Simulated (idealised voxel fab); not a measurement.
Presented below is a process module, voxel self aligned vias.
Cross-sectional view cut (width: 155 nm; square cell size: 5 nm).
Cross-sections here: square-cell grids, written as top-down lists of bands, a band being one or more rows of cells. Per band: top height and bottom height in nm, followed by the left-to-right materials and their widths in nm; "all across" marks a single material spanning edge to edge, "empty" marks empty space. The level at which height equals 0 is the one under which the wafer, as it arrives, is entirely one material. No lower edge exists for the bottom band, which continues downward and is notated as in "0..down". Graded width ("30->40"): value in top row of band = first number; value in bottom row = second number; row-to-row change constant. Reading "everything unchanged" for a step: not a cell of the cross-section changed in it. In "Catalogued sealed voids" the enclosed voids are listed, meaning empty spaces of 8 cells or larger without any opening to the top. The form is width x height at distance, distance from the left edge, units nm. It should be noted that, on the line of a given step, the content following the step's settings is a remark produced by the simulator itself with respect to that step. overlay nm: on a step with a mask, how far right of its planned place the mask lay; negative means left.

THESE ARE THE STEPS WE PLANNED FOR THE PROCESS
1) RECEIVE [material Si]
2) CONFORMAL_DEP [material SiO2] [thk nm 10]
3) CONFORMAL_DEP [material SiCN] [thk nm 5]
4) DIRECTIONAL_DEP [material lowk] [thk nm 30]
5) MASKED_ETCH [tone open] [mask id LINES] [width nm 30] [pitch nm 65] [etch materials lowk] [depth nm 30] [overlay nm 0]
6) CONFORMAL_DEP [material TiN] [thk nm 5]
7) FILL_DEP [material Ru] [thk nm 10]
8) CMP [height nm 45]
9) SELECTIVE_ETCH [etch materials W Ru TiN] [depth nm 5]
10) FILL_DEP [material SiN] [thk nm 10]
11) CMP [height nm 45]
12) DIRECTIONAL_DEP [material lowk] [thk nm 15]
13) PATTERN [tone open] [mask id VIAS] [material resist] [width nm 50] [thk nm 15] [overlay nm 0]
14) DIRECTIONAL_ETCH [etch materials lowk] [depth nm 15]
15) DIRECTIONAL_ETCH [etch materials SiN] [depth nm 5]
16) STRIP [etch materials resist]
17) CONFORMAL_DEP [material TiN] [thk nm 5]
18) FILL_DEP [material Cu] [thk nm 5]
19) CMP [height nm 60]
20) CONFORMAL_DEP [material SiCN] [thk nm 5]
The thk nm used in step 20 is not the same on every wafer, whereas the starting condition is; the value printed in the plan is the first wafer's.

CROSS-SECTION OF THE FIRST OF SEVERAL WAFERS AS RECEIVED (AFTER STEP 1)
	0..down = Si all across
	Catalogued sealed voids: none

PER WAFER (ROW), END OF MODULE: DELTA IN CELLS PER MATERIAL SINCE RECEIPT, (+) FOR GAINED, (-) FOR LOST; CLOSED VOIDS AFTER THAT
thk nm 5; +20 Cu; +32 Ru; +62 SiCN; +6 SiN; +62 SiO2; +44 TiN; +177 lowk; Catalogued sealed voids: none
thk nm 10; +20 Cu; +32 Ru; +93 SiCN; +6 SiN; +62 SiO2; +44 TiN; +177 lowk; Catalogued sealed voids: none
thk nm 15; +20 Cu; +32 Ru; +124 SiCN; +6 SiN; +62 SiO2; +44 TiN; +177 lowk; Catalogued sealed voids: none
thk nm 20; +20 Cu; +32 Ru; +155 SiCN; +6 SiN; +62 SiO2; +44 TiN; +177 lowk; Catalogued sealed voids: none
